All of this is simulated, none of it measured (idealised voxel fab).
This is a process module. Its name is voxel released beams.
Square cell edge 5 nm, section width 210 nm, ID cut.
Cross-section format: a grid of square cells, given as bands from top to bottom; each band is one or more rows of cells.
Heads up on the band format: heights come first, top then bottom, in nm. After that it's the materials left to right, each with its width in nm. A single material flagged "throughout" fills the whole band edge to edge, and "blank" means there's empty space there.
Convention: height 0 is the level below which the wafer, as received, is all one material. The lowest band does not terminate at the bottom but continues downward, represented as "z 0 and below".
Graded width ("30..40"): value in top row of band = first number; value in bottom row = second number; row-to-row change constant.
Key: "no alterations made" - step with no changed cell in the cross-section.
Enclosed voids (no open way to top), threshold 8 cells or more, entry "Closed void inventory", notation width x height at distance, distance from left edge, nm.
On each step's line, the part that comes after the settings is the simulator's own comment on the step.
overlay nm: mask offset rightward from planned place, masked step; negative means leftward offset.
The steps planned for the process are as follows
1: RECEIVE [material Si]
2: CONFORMAL_DEP [material Al2O3] [thk nm 10]
3: DIRECTIONAL_DEP [material SiO2] [thk nm 15]
4: MASKED_ETCH [tone open] [mask id ANCHOR] [width nm 40] [etch materials SiO2] [depth nm 15] [overlay nm 0]
5: CONFORMAL_DEP [material SiN] [thk nm 15]
6: MASKED_ETCH [tone cover] [mask id BEAM] [width nm 125] [etch materials SiN] [depth nm 15] [overlay nm 0]
7: STRIP [etch materials SiO2]
Cross-sectional view of the wafer in its as-received condition, corresponding to the state after step 1
- z 0 and below = Si throughout
- Closed void inventory: none
Module complete - cross-section of the first of two wafers, run according to plan
- z 40 to 25 = blank 40 | SiN 20 | blank 10 | SiN 95 | blank 45
- z 25 to 10 = blank 45 | SiN 40 | blank 125
- z 10 to 0 = Al2O3 throughout
- z 0 and below = Si throughout
- Closed void inventory: none
Wafer two, end of module, cross-section. Same start, same plan as wafer one. One mistake in the run
- z 40 to 25 = blank 40 | SiN 125 | blank 45
- z 25 to 10 = SiN throughout
- z 10 to 0 = Al2O3 throughout
- z 0 and below = Si throughout
- Closed void inventory: none
Short version of what went wrong: step 3 changed vs plan, executed as DIRECTIONAL_DEP [material SiN] [thk nm 15]
Once processing is complete, comparing cell counts shows that the second wafer has more or fewer of certain materials than the first: SiN: 108 more
